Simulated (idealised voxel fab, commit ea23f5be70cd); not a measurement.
Presented below is a process module, voxel spacer lines.
In the cross-section labelled cut, the width is 140 nm and each square cell is 5 nm.
Cross-section layout: square cells on a grid; listed as bands, top to bottom; a band spans one or more cell rows.
Read a band's entry like this: the first values are the height of its top and the height of its bottom in nm, and what follows is the sequence of materials from left to right, each with its width in nm. Note that "empty" is empty space, and that a single material marked "all across" reaches across the band from edge to edge.
Height datum 0, below which the as-received substrate wafer is one material. Lowest band open at the bottom, running downward: "0..down".
A width such as "30->40" changes by the same amount from each row of cells to the next, from the band's top row to its bottom row.
The cross-section has no changed cell in any step marked "stayed the same".
Listed in "Sealed void listing": every empty space of 8 or more cells without an open way to the top. Form: width x height at distance, the distance being from the left edge, all in nm.
The remark found on a step's line after its settings is issued by the simulator itself and pertains to that step.
overlay nm: mask right of planned place by this much (step with mask). Neg. = left.

[The steps planned for the process are as follows]
1: RECEIVE | material Si
2: CONFORMAL_DEP | material SiO2 | thk nm 5
3: DIRECTIONAL_DEP | material TiN | thk nm 20
4: DIRECTIONAL_DEP | material aC | thk nm 20
5: PATTERN | tone cover | mask id MANDREL | material resist | width nm 20 | pitch nm 60 | thk nm 30 | overlay nm 0
6: DIRECTIONAL_ETCH | etch materials aC | depth nm 20
7: STRIP | etch materials resist
8: CONFORMAL_DEP | material SiN | thk nm 10
9: DIRECTIONAL_ETCH | etch materials SiN | depth nm 10
10: STRIP | etch materials aC
11: DIRECTIONAL_ETCH | etch materials TiN | depth nm 20
12: STRIP | etch materials SiN
13: FILL_DEP | material SiO2 | thk nm 5
14: CMP | height nm 25

[Here's what the wafer looked like in cross-section when it arrived - that's after step 1]
	0..down | Si all across
	Sealed void listing: none

[End state of the module in cross-section, given the above starting point and plan and one mistake in execution]
	25..5 | 20 SiO2  10 TiN  20 SiO2  10 TiN  20 SiO2  10 TiN  20 SiO2  10 TiN  20 SiO2
	5..0 | aC all across
	0..down | Si all across
	Sealed void listing: none
Nonconformance to the process plan: step 2 ran with different settings than intended, the actual operation and settings being CONFORMAL_DEP | material aC | thk nm 5
